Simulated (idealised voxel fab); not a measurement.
The process module presented herein is designated voxel gate over fins.
Square cell edge 5 nm, section width 295 nm, ID cut.
Cross-section layout: square cells on a grid; listed as bands, top to bottom; a band spans one or more cell rows.
A band entry consists of two parts. The first gives the height of the band's top and the height of its bottom, in nm. The rest lists the band's materials from left to right, each with its width in nm. A single material labelled with the word "all across" fills the band from edge to edge, and the word "empty" marks empty space.
Heights from 0 (as-received wafer is one material below). Bottom band endless downward, as "0 and below".
Note: "30..40" means the width goes from the first number (top row of the band) to the second number (bottom row) in equal steps per row of cells.
No cell of the cross-section changed in a step that is given as "stayed the same".
The entry "Closed empty spaces" lists the empty spaces that cover at least 8 cells and have no open path to the top. Each is written as width x height at distance, where the distance is measured from the left edge and all three values are in nm.
Heads up: the bit after the settings on a step's line is the simulator's remark on that step.
A step line may carry the setting "overlay nm", which, for steps involving a mask, states the distance by which the mask lay to the right of its intended position; negative values denote displacement to the left.
**The planned process steps are enumerated hereunder**
1: RECEIVE, material Si
2: CONFORMAL_DEP, material SiN, thk nm 5
3: MASKED_ETCH, tone cover, mask id FINS, width nm 15, pitch nm 40, etch materials SiN, depth nm 5, overlay nm 0
4: MASKED_ETCH, tone cover, mask id FINS, width nm 15, pitch nm 40, etch materials Si, depth nm 35, overlay nm 0
5: OXIDIZE, depth nm 5
6: FILL_DEP, material SiO2, thk nm 15
7: CMP, height nm 5
8: SELECTIVE_ETCH, etch materials SiO2, depth nm 15
9: STRIP, etch materials SiN
10: CONFORMAL_DEP, material HfO2, thk nm 5
11: CONFORMAL_DEP, material TiN, thk nm 5
12: CONFORMAL_DEP, material TiAl, thk nm 5
13: CONFORMAL_DEP, material TiN, thk nm 5
14: FILL_DEP, material W, thk nm 15
15: CMP, height nm 30
16: CONFORMAL_DEP, material SiN, thk nm 10
**Delivered wafer in cross-section: state after step 1**
  0 and below: Si all across
  Closed empty spaces: none
**Post-module cross-section of the first of two wafers (run per plan)**
  40 down to 30: SiN all across
  30 down to 20: W all across
  20 down to 15: 105 nm W, then 85 nm TiN, then 105 nm W
  15 down to 10: 105 nm W, then 5 nm TiN, then 35 nm TiAl, then 5 nm TiN, then 35 nm TiAl, then 5 nm TiN, then 105 nm W
  10 down to 5: 110 nm TiN, then 5 nm TiAl, then 25 nm TiN, then 5 nm TiAl, then 5 nm TiN, then 5 nm TiAl, then 25 nm TiN, then 5 nm TiAl, then 110 nm TiN
  5 down to 0: 115 nm TiAl, then 5 nm TiN, then 15 nm HfO2, then 5 nm TiN, then 15 nm TiAl, then 5 nm TiN, then 15 nm HfO2, then 5 nm TiN, then 115 nm TiAl
  0 down to -5: 120 nm TiN, then 5 nm HfO2, then 5 nm Si, then 5 nm HfO2, then 25 nm TiN, then 5 nm HfO2, then 5 nm Si, then 5 nm HfO2, then 120 nm TiN
  -5 down to -10: 125 nm HfO2, then 5 nm Si, then 35 nm HfO2, then 5 nm Si, then 125 nm HfO2
  -10 down to -40: 125 nm SiO2, then 5 nm Si, then 35 nm SiO2, then 5 nm Si, then 125 nm SiO2
  -40 and below: Si all across
  Closed empty spaces: none
**Wafer two, sectioned after the module: the first wafer's start, the first wafer's plan, and one mistake in how it was run**
  40 down to 30: SiN all across
  30 down to 20: W all across
  20 down to 15: 105 nm W, then 85 nm TiN, then 105 nm W
  15 down to 10: 105 nm W, then 5 nm TiN, then 35 nm TiAl, then 5 nm TiN, then 35 nm TiAl, then 5 nm TiN, then 105 nm W
  10 down to 5: 105 nm W, then 5 nm TiN, then 5 nm TiAl, then 25 nm TiN, then 5 nm TiAl, then 5 nm TiN, then 5 nm TiAl, then 25 nm TiN, then 5 nm TiAl, then 5 nm TiN, then 105 nm W
  5 down to 0: 105 nm W, then 5 nm TiN, then 5 nm TiAl, then 5 nm TiN, then 15 nm HfO2, then 5 nm TiN, then 5 nm TiAl, then 5 nm TiN, then 5 nm TiAl, then 5 nm TiN, then 15 nm HfO2, then 5 nm TiN, then 5 nm TiAl, then 5 nm TiN, then 105 nm W
  0 down to -5: 105 nm W, then 5 nm TiN, then 5 nm TiAl, then 5 nm TiN, then 5 nm HfO2, then 5 nm Si, then 5 nm HfO2, then 5 nm TiN, then 5 nm TiAl, then 5 nm TiN, then 5 nm TiAl, then 5 nm TiN, then 5 nm HfO2, then 5 nm Si, then 5 nm HfO2, then 5 nm TiN, then 5 nm TiAl, then 5 nm TiN, then 105 nm W
  -5 down to -10: 110 nm TiN, then 5 nm TiAl, then 5 nm TiN, then 5 nm HfO2, then 5 nm Si, then 5 nm HfO2, then 5 nm TiN, then 5 nm TiAl, then 5 nm TiN, then 5 nm TiAl, then 5 nm TiN, then 5 nm HfO2, then 5 nm Si, then 5 nm HfO2, then 5 nm TiN, then 5 nm TiAl, then 110 nm TiN
  -10 down to -15: 115 nm TiAl, then 5 nm TiN, then 5 nm HfO2, then 5 nm Si, then 5 nm HfO2, then 5 nm TiN, then 15 nm TiAl, then 5 nm TiN, then 5 nm HfO2, then 5 nm Si, then 5 nm HfO2, then 5 nm TiN, then 115 nm TiAl
  -15 down to -20: 120 nm TiN, then 5 nm HfO2, then 5 nm Si, then 5 nm HfO2, then 25 nm TiN, then 5 nm HfO2, then 5 nm Si, then 5 nm HfO2, then 120 nm TiN
  -20 down to -25: 125 nm HfO2, then 5 nm Si, then 35 nm HfO2, then 5 nm Si, then 125 nm HfO2
  -25 down to -40: 125 nm SiO2, then 5 nm Si, then 35 nm SiO2, then 5 nm Si, then 125 nm SiO2
  -40 and below: Si all across
  Closed empty spaces: none
Against the plan, the run slipped here: step 8 of the plan was executed twice over
At the finish, the second wafer shows more or fewer cells for some materials than the first does: 12 more of HfO2, 171 fewer of SiO2, 12 more of TiAl, 21 more of TiN, 126 more of W
